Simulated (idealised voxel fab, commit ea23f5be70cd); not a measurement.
Documented hereafter: the process module known as voxel gate over fins.
Cross-sectional view cut (width: 275 nm; square cell size: 5 nm).
Cross-section = grid of square cells, listed top down in bands; band = one or more rows. For a band, the entry starts with two heights in nm, that of the top and then that of the bottom, and carries on with the band's materials in order from left to right, each alongside its width in nm; the word "everywhere" beside a single material means it fills the band edge to edge, and "blank" means empty space. Height reference: 0 = level under which incoming wafer is all one material. Lowest band: no bottom, runs on downward, e.g. "0 down". Read "30->40" as a graded width: first number on top, second number at the bottom, same change between each pair of neighbouring rows. "no modification", as given for a step, is the statement that not any cell of the cross-section underwent a change during that step. Entry "Encapsulated voids". Content: empty spaces with no open connection to the top, size 8 cells or greater. Each: width x height at distance. Distance: from left edge. Unit: nm. What comes after the settings on a step's line is commentary from the simulator itself on that step. overlay nm: where the mask lay relative to plan, measured to the right, on steps with a mask; negatives go left.
**So here's the lineup of process steps we planned**
1: RECEIVE [material Si]
2: CONFORMAL_DEP [material SiN] [thk nm 10]
3: MASKED_ETCH [tone cover] [mask id FINS] [width nm 15] [pitch nm 35] [etch materials SiN] [depth nm 10] [overlay nm 0]
4: MASKED_ETCH [tone cover] [mask id FINS] [width nm 15] [pitch nm 35] [etch materials Si] [depth nm 40] [overlay nm 0]
5: FILL_DEP [material SiO2] [thk nm 5]
6: CMP [height nm 10]
7: SELECTIVE_ETCH [etch materials SiO2] [depth nm 20]
8: STRIP [etch materials SiN]
9: CONFORMAL_DEP [material HfO2] [thk nm 5]
10: CONFORMAL_DEP [material TiN] [thk nm 5]
11: FILL_DEP [material W] [thk nm 10]
12: CMP [height nm 15]
13: CONFORMAL_DEP [material SiCN] [thk nm 10]
**Wafer as received: cross-section following step 1**
  0 down  Si everywhere
  Encapsulated voids: none
**What the wafer looks like in cross-section after this module, when it starts as shown above and follows the plan above but one mistake is made in running it**
  25 to 15  SiCN everywhere
  15 to 10  W everywhere
  10 to 5  W (85) | TiN (105) | W (85)
  5 to 0  W (85) | TiN (5) | HfO2 (25) | TiN (10) | HfO2 (25) | TiN (10) | HfO2 (25) | TiN (5) | W (85)
  0 to -5  TiN (90) | HfO2 (5) | Si (15) | HfO2 (5) | TiN (10) | HfO2 (5) | Si (15) | HfO2 (5) | TiN (10) | HfO2 (5) | Si (15) | HfO2 (5) | TiN (90)
  -5 to -10  HfO2 (80) | TiN (10) | HfO2 (5) | Si (15) | HfO2 (5) | TiN (10) | HfO2 (5) | Si (15) | HfO2 (5) | TiN (10) | HfO2 (5) | Si (15) | HfO2 (5) | TiN (10) | HfO2 (80)
  -10 to -15  SiO2 (75) | HfO2 (5) | TiN (10) | HfO2 (5) | Si (15) | HfO2 (5) | TiN (10) | HfO2 (5) | Si (15) | HfO2 (5) | TiN (10) | HfO2 (5) | Si (15) | HfO2 (5) | TiN (10) | HfO2 (5) | SiO2 (75)
  -15 to -20  SiO2 (75) | HfO2 (20) | Si (15) | HfO2 (20) | Si (15) | HfO2 (20) | Si (15) | HfO2 (20) | SiO2 (75)
  -20 to -40  SiO2 (95) | Si (15) | SiO2 (20) | Si (15) | SiO2 (20) | Si (15) | SiO2 (95)
  -40 down  Si everywhere
  Encapsulated voids: none
What was the processing mistake? steps 7 and 8 run out of order (swapped)
